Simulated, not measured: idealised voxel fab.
Documented hereafter: the process module known as voxel spacer lines.
Section shown: cut. Width: 225 nm. Cell size: 5 nm, square.
In what follows, cross-sections appear as grids of square cells, described through bands that run from the top down, where every band is one or more rows of cells.
Basically the band line says how high the top is and how high the bottom is, in nm, and then what's in it from left to right, every material with its width in nm. Empty space shows up as "blank", and if a single material carries "throughout" it runs the full band edge to edge.
Beneath 0, the wafer as received is one material, and that level is where height counting begins. The lowest band goes on downward without a bottom; it is written like "0 -> down".
Per-row width for "30->40": begins at first number (top row of band), ends at second number (bottom row), increment between rows held constant.
"no change occurred" -> step changed no cross-section cell.
"Closed internal cavities" - sealed voids, min. 8 cells, no opening to top; format: width x height at distance (distance from left edge; nm throughout).
Whatever follows a step's settings on its line is a remark the simulator itself makes about that step.
A step's line can hold "overlay nm"; with a mask on that step, the setting says how far right of the planned place the mask lay, while a negative setting says it lay to the left.

-- Here's what the planned process steps look like
step 1: RECEIVE with material Si
step 2: CONFORMAL_DEP with material Al2O3, thk nm 10
step 3: DIRECTIONAL_DEP with material W, thk nm 15
step 4: DIRECTIONAL_DEP with material aC, thk nm 25
step 5: PATTERN with tone cover, mask id MANDREL, material resist, width nm 25, pitch nm 80, thk nm 30, overlay nm 0
step 6: DIRECTIONAL_ETCH with etch materials aC, depth nm 25
step 7: STRIP with etch materials resist
step 8: CONFORMAL_DEP with material SiO2, thk nm 15
step 9: DIRECTIONAL_ETCH with etch materials SiO2, depth nm 15
step 10: STRIP with etch materials aC
step 11: DIRECTIONAL_ETCH with etch materials W, depth nm 15
step 12: STRIP with etch materials SiO2

-- First of two wafers: run as planned

-- Cross-section of the wafer upon arrival, representing the state reached after step 1
  0 -> down = Si throughout
  Closed internal cavities: none

-- The wafer in cross-section once step 2 is complete
  10 -> 0 = Al2O3 throughout
  Anything lower than 0 is untouched.

-- The wafer in cross-section once step 3 is complete
  25 -> 10 = W throughout
  Anything lower than 10 is untouched.

-- The wafer in cross-section once step 4 is complete
  50 -> 25 = aC throughout
  Anything lower than 25 is untouched.

-- The wafer in cross-section once step 5 is complete
  80 -> 50 = blank 20 nm / resist 25 nm / blank 55 nm / resist 25 nm / blank 55 nm / resist 25 nm / blank 20 nm
  Anything lower than 50 is untouched.

-- The wafer in cross-section once step 6 is complete
  55 -> 50 = blank 20 nm / resist 25 nm / blank 55 nm / resist 25 nm / blank 55 nm / resist 25 nm / blank 20 nm
  50 -> 25 = blank 20 nm / aC 25 nm / blank 55 nm / aC 25 nm / blank 55 nm / aC 25 nm / blank 20 nm
  Anything lower than 25 is untouched.

-- The wafer in cross-section once step 7 is complete
  50 -> 25 = blank 20 nm / aC 25 nm / blank 55 nm / aC 25 nm / blank 55 nm / aC 25 nm / blank 20 nm
  Anything lower than 25 is untouched.

-- The wafer in cross-section once step 8 is complete
  65 -> 50 = blank 5 nm / SiO2 55 nm / blank 25 nm / SiO2 55 nm / blank 25 nm / SiO2 55 nm / blank 5 nm
  50 -> 40 = blank 5 nm / SiO2 15 nm / aC 25 nm / SiO2 15 nm / blank 25 nm / SiO2 15 nm / aC 25 nm / SiO2 15 nm / blank 25 nm / SiO2 15 nm / aC 25 nm / SiO2 15 nm / blank 5 nm
  40 -> 25 = SiO2 20 nm / aC 25 nm / SiO2 55 nm / aC 25 nm / SiO2 55 nm / aC 25 nm / SiO2 20 nm
  Anything lower than 25 is untouched.

-- The wafer in cross-section once step 9 is complete
  50 -> 25 = blank 5 nm / SiO2 15 nm / aC 25 nm / SiO2 15 nm / blank 25 nm / SiO2 15 nm / aC 25 nm / SiO2 15 nm / blank 25 nm / SiO2 15 nm / aC 25 nm / SiO2 15 nm / blank 5 nm
  Anything lower than 25 is untouched.

-- The wafer in cross-section once step 10 is complete
  50 -> 25 = blank 5 nm / SiO2 15 nm / blank 25 nm / SiO2 15 nm / blank 25 nm / SiO2 15 nm / blank 25 nm / SiO2 15 nm / blank 25 nm / SiO2 15 nm / blank 25 nm / SiO2 15 nm / blank 5 nm
  Anything lower than 25 is untouched.

-- The wafer in cross-section once step 11 is complete
  50 -> 25 = blank 5 nm / SiO2 15 nm / blank 25 nm / SiO2 15 nm / blank 25 nm / SiO2 15 nm / blank 25 nm / SiO2 15 nm / blank 25 nm / SiO2 15 nm / blank 25 nm / SiO2 15 nm / blank 5 nm
  25 -> 10 = blank 5 nm / W 15 nm / blank 25 nm / W 15 nm / blank 25 nm / W 15 nm / blank 25 nm / W 15 nm / blank 25 nm / W 15 nm / blank 25 nm / W 15 nm / blank 5 nm
  Anything lower than 10 is untouched.

-- The wafer in cross-section once step 12 is complete
  25 -> 10 = blank 5 nm / W 15 nm / blank 25 nm / W 15 nm / blank 25 nm / W 15 nm / blank 25 nm / W 15 nm / blank 25 nm / W 15 nm / blank 25 nm / W 15 nm / blank 5 nm
  Anything lower than 10 is untouched.

-- Wafer two of two - same starting point, same process plan, one mistake in execution; matches wafer one up to and including step 4

-- At the planned end of step 5, the second wafer in cross-section
  80 -> 50 = blank 15 nm / resist 25 nm / blank 55 nm / resist 25 nm / blank 55 nm / resist 25 nm / blank 25 nm
  Anything lower than 50 is untouched.

-- At the planned end of step 6, the second wafer in cross-section
  55 -> 50 = blank 15 nm / resist 25 nm / blank 55 nm / resist 25 nm / blank 55 nm / resist 25 nm / blank 25 nm
  50 -> 25 = blank 15 nm / aC 25 nm / blank 55 nm / aC 25 nm / blank 55 nm / aC 25 nm / blank 25 nm
  Anything lower than 25 is untouched.

-- At the planned end of step 7, the second wafer in cross-section
  50 -> 25 = blank 15 nm / aC 25 nm / blank 55 nm / aC 25 nm / blank 55 nm / aC 25 nm / blank 25 nm
  Anything lower than 25 is untouched.

-- At the planned end of step 8, the second wafer in cross-section
  65 -> 50 = SiO2 55 nm / blank 25 nm / SiO2 55 nm / blank 25 nm / SiO2 55 nm / blank 10 nm
  50 -> 40 = SiO2 15 nm / aC 25 nm / SiO2 15 nm / blank 25 nm / SiO2 15 nm / aC 25 nm / SiO2 15 nm / blank 25 nm / SiO2 15 nm / aC 25 nm / SiO2 15 nm / blank 10 nm
  40 -> 25 = SiO2 15 nm / aC 25 nm / SiO2 55 nm / aC 25 nm / SiO2 55 nm / aC 25 nm / SiO2 25 nm
  Anything lower than 25 is untouched.

-- At the planned end of step 9, the second wafer in cross-section
  50 -> 25 = SiO2 15 nm / aC 25 nm / SiO2 15 nm / blank 25 nm / SiO2 15 nm / aC 25 nm / SiO2 15 nm / blank 25 nm / SiO2 15 nm / aC 25 nm / SiO2 15 nm / blank 10 nm
  Anything lower than 25 is untouched.

-- At the planned end of step 10, the second wafer in cross-section
  50 -> 25 = SiO2 15 nm / blank 25 nm / SiO2 15 nm / blank 25 nm / SiO2 15 nm / blank 25 nm / SiO2 15 nm / blank 25 nm / SiO2 15 nm / blank 25 nm / SiO2 15 nm / blank 10 nm
  Anything lower than 25 is untouched.

-- At the planned end of step 11, the second wafer in cross-section
  50 -> 25 = SiO2 15 nm / blank 25 nm / SiO2 15 nm / blank 25 nm / SiO2 15 nm / blank 25 nm / SiO2 15 nm / blank 25 nm / SiO2 15 nm / blank 25 nm / SiO2 15 nm / blank 10 nm
  25 -> 10 = W 15 nm / blank 25 nm / W 15 nm / blank 25 nm / W 15 nm / blank 25 nm / W 15 nm / blank 25 nm / W 15 nm / blank 25 nm / W 15 nm / blank 10 nm
  Anything lower than 10 is untouched.

-- At the planned end of step 12, the second wafer in cross-section
  25 -> 10 = W 15 nm / blank 25 nm / W 15 nm / blank 25 nm / W 15 nm / blank 25 nm / W 15 nm / blank 25 nm / W 15 nm / blank 25 nm / W 15 nm / blank 10 nm
  Anything lower than 10 is untouched.
What was the processing mistake? step 5 did not happen as planned, as run it was PATTERN with tone cover, mask id MANDREL, material resist, width nm 25, pitch nm 80, thk nm 30, overlay nm -5
Heads up: at the end the two wafers have identical cell counts per material, they're just laid out differently.
